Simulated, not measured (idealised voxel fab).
Proc. module: voxel wiring stack
195 nm wide, 5 nm square cells: that's cross-section cut.
Each cross-section below is a grid of square cells, stated as bands in top-down order, with one or more rows of cells making up each band.
Basically the band line says how high the top is and how high the bottom is, in nm, and then what's in it from left to right, every material with its width in nm. Empty space shows up as "blank", and if a single material carries "everywhere" it runs the full band edge to edge.
Convention: height 0 is the level below which the wafer, as received, is all one material. The lowest band does not terminate at the bottom but continues downward, represented as "from 0 down".
The notation "30->40" denotes a width that varies across the rows of cells in the band, beginning at the first number in the top row, finishing at the second number in the bottom row, and changing by an identical amount from each row to the next.
A step reported as "left unchanged" is a step in which no cell of the cross-section changed.
Enclosed internal voids: empty space of 8 cells or more with no open way to the top, each as width x height at its distance from the left edge, in nm
Where a step's line continues beyond its settings, the continuation is a remark by the simulator itself on that step.
The setting "overlay nm" may be written on the line of a step. When the step uses a mask, the value reports how far to the right of the planned place the mask lay, and a negative value reports that it lay to the left.
Below is the list of planned process steps:
1. RECEIVE: material Si
2. CONFORMAL_DEP: material SiO2, thk nm 15
3. CONFORMAL_DEP: material SiCN, thk nm 5
4. DIRECTIONAL_DEP: material SiO2, thk nm 20
5. MASKED_ETCH: tone open, mask id METAL_1, width nm 30, pitch nm 45, etch materials SiO2, depth nm 20, overlay nm 0
6. MASKED_ETCH: tone open, mask id METAL_1, width nm 30, pitch nm 45, etch materials SiCN, depth nm 5, overlay nm 0
7. CONFORMAL_DEP: material TiN, thk nm 5
8. FILL_DEP: material W, thk nm 10
9. CMP: height nm 40
10. CONFORMAL_DEP: material SiCN, thk nm 5
11. DIRECTIONAL_DEP: material SiO2, thk nm 15
12. MASKED_ETCH: tone open, mask id PLUG_1, width nm 15, pitch nm 45, etch materials SiO2, depth nm 15, overlay nm 0
13. MASKED_ETCH: tone open, mask id PLUG_1, width nm 15, pitch nm 45, etch materials SiCN, depth nm 5, overlay nm 0
14. CONFORMAL_DEP: material TiN, thk nm 5
15. FILL_DEP: material Cu, thk nm 10
16. CMP: height nm 60
17. CONFORMAL_DEP: material SiCN, thk nm 5
18. DIRECTIONAL_DEP: material lowk, thk nm 25
19. DIRECTIONAL_DEP: material aC, thk nm 10
20. PATTERN: tone open, mask id METAL_2, material resist, width nm 30, pitch nm 45, thk nm 30, overlay nm 0
21. DIRECTIONAL_ETCH: etch materials aC, depth nm 10
22. STRIP: etch materials resist
23. DIRECTIONAL_ETCH: etch materials lowk, depth nm 25
24. DIRECTIONAL_ETCH: etch materials SiCN, depth nm 5
25. STRIP: etch materials aC
26. CONFORMAL_DEP: material TiN, thk nm 5
27. FILL_DEP: material Ru, thk nm 10
28. CMP: height nm 90
29. CONFORMAL_DEP: material SiCN, thk nm 5
Wafer as received: cross-section following step 1:
  from 0 down: Si everywhere
  Enclosed internal voids: none
Here's the cross-section of the first of our two wafers at the end of the module - it ran as planned:
  from 95 to 90: SiCN everywhere
  from 90 to 65: lowk (60); TiN (5); Ru (20); TiN (5); lowk (15); TiN (5); Ru (20); TiN (5); lowk (60)
  from 65 to 60: SiCN (60); TiN (30); SiCN (15); TiN (30); SiCN (60)
  from 60 to 45: SiO2 (60); TiN (5); Cu (5); TiN (5); SiO2 (30); TiN (5); Cu (5); TiN (5); SiO2 (75)
  from 45 to 40: SiCN (60); TiN (15); SiCN (30); TiN (15); SiCN (75)
  from 40 to 20: SiO2 (60); TiN (5); W (20); TiN (5); SiO2 (15); TiN (5); W (20); TiN (5); SiO2 (60)
  from 20 to 15: SiCN (60); TiN (30); SiCN (15); TiN (30); SiCN (60)
  from 15 to 0: SiO2 everywhere
  from 0 down: Si everywhere
  Enclosed internal voids: none
Cross-section at end of module for the second wafer of two, which matched the first in starting point and plan and differed by one mistake in its processing:
  from 95 to 90: SiCN everywhere
  from 90 to 65: lowk (60); TiN (5); Ru (20); TiN (5); lowk (15); TiN (5); Ru (20); TiN (5); lowk (60)
  from 65 to 60: SiCN (60); TiN (30); SiCN (15); TiN (30); SiCN (60)
  from 60 to 45: SiO2 (60); TiN (5); Cu (5); TiN (5); SiO2 (30); TiN (5); Cu (5); TiN (5); SiO2 (75)
  from 45 to 40: SiCN (60); TiN (15); SiCN (30); TiN (15); SiCN (75)
  from 40 to 25: SiO2 (60); TiN (5); W (20); TiN (5); SiO2 (15); TiN (5); W (20); TiN (5); SiO2 (60)
  from 25 to 20: SiO2 (60); TiN (10); W (10); TiN (10); SiO2 (15); TiN (10); W (10); TiN (10); SiO2 (60)
  from 20 to 15: SiCN (65); TiN (20); SiCN (25); TiN (20); SiCN (65)
  from 15 to 0: SiO2 everywhere
  from 0 down: Si everywhere
  Enclosed internal voids: none
What was done differently from what was planned? not per plan at step 6, really ran MASKED_ETCH: tone open, mask id METAL_1, width nm 20, pitch nm 45, etch materials SiCN, depth nm 5, overlay nm 0
Bottom line after processing is that, in cells, the second wafer is up or down on some materials versus the first: SiCN +4, W -4
